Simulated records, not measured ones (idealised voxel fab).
voxel tone inversion: a process module
cross-section cut | 255 nm wide | cells 5 nm
Just so we're on the same page, the cross-sections are grids of square cells, and they're listed out in bands top to bottom, each band one or more rows deep. First you get the band's top height and its bottom height, in nm, and then the materials it's made of, left to right, with each width in nm. If you see a single material with "edge to edge", that one covers the band edge to edge. "blank" is empty space. Height is counted from the level 0, under which the received wafer is composed throughout of one material. The lowest of the bands is not closed at the bottom but continues downward, in the notation "from 0 down". Think of "30->40" as a width that walks from the first number to the second as you go down the band, top row to bottom row, taking equal-sized steps from row to row. Reading "nothing altered" for a step: not a cell of the cross-section changed in it. Under "Internal closed voids" you'll find the enclosed gaps, the ones with no way out to the top, that are 8 cells or bigger; each reads width x height at distance, with distance counted from the left edge, everything in nm. It should be noted that, on the line of a given step, the content following the step's settings is a remark produced by the simulator itself with respect to that step. The "overlay nm" setting may appear on a step's line; for a step that uses a mask, it gives how far to the right of its planned position the mask lay, and a negative value indicates the left.

The process steps that were planned are listed below
| 1 | RECEIVE | material Si |
| 2 | CONFORMAL_DEP | material SiN | thk nm 10 |
| 3 | DIRECTIONAL_DEP | material polySi | thk nm 25 |
| 4 | PATTERN | tone cover | mask id POSTS | material resist | width nm 25 | pitch nm 40 | thk nm 30 | overlay nm 0 |
| 5 | DIRECTIONAL_ETCH | etch materials polySi | depth nm 25 |
| 6 | STRIP | etch materials resist |
| 7 | FILL_DEP | material lowk | thk nm 5 |
| 8 | CMP | height nm 35 |
| 9 | STRIP | etch materials polySi |
| 10 | CONFORMAL_DEP | material TiN | thk nm 5 |
| 11 | FILL_DEP | material Cu | thk nm 10 |
| 12 | CMP | height nm 35 |
| 13 | CONFORMAL_DEP | material SiCN | thk nm 5 |

Incoming wafer, cross-sectional view, post step 1
    from 0 down: Si edge to edge
    Internal closed voids: none

Same starting wafer, same plan as above, one mistake in the execution; this is the cross-section at the end of the module
    from 40 to 35: SiCN edge to edge
    from 35 to 15: Cu=90, TiN=5, lowk=25, TiN=5, Cu=5, TiN=5, lowk=25, TiN=5, Cu=90
    from 15 to 10: TiN=95, lowk=25, TiN=15, lowk=25, TiN=95
    from 10 to 0: SiN edge to edge
    from 0 down: Si edge to edge
    Internal closed voids: none
Here's what went sideways: heads up, step 4 didn't go per plan, it actually ran as PATTERN | tone open | mask id POSTS | material resist | width nm 25 | pitch nm 40 | thk nm 30 | overlay nm 0
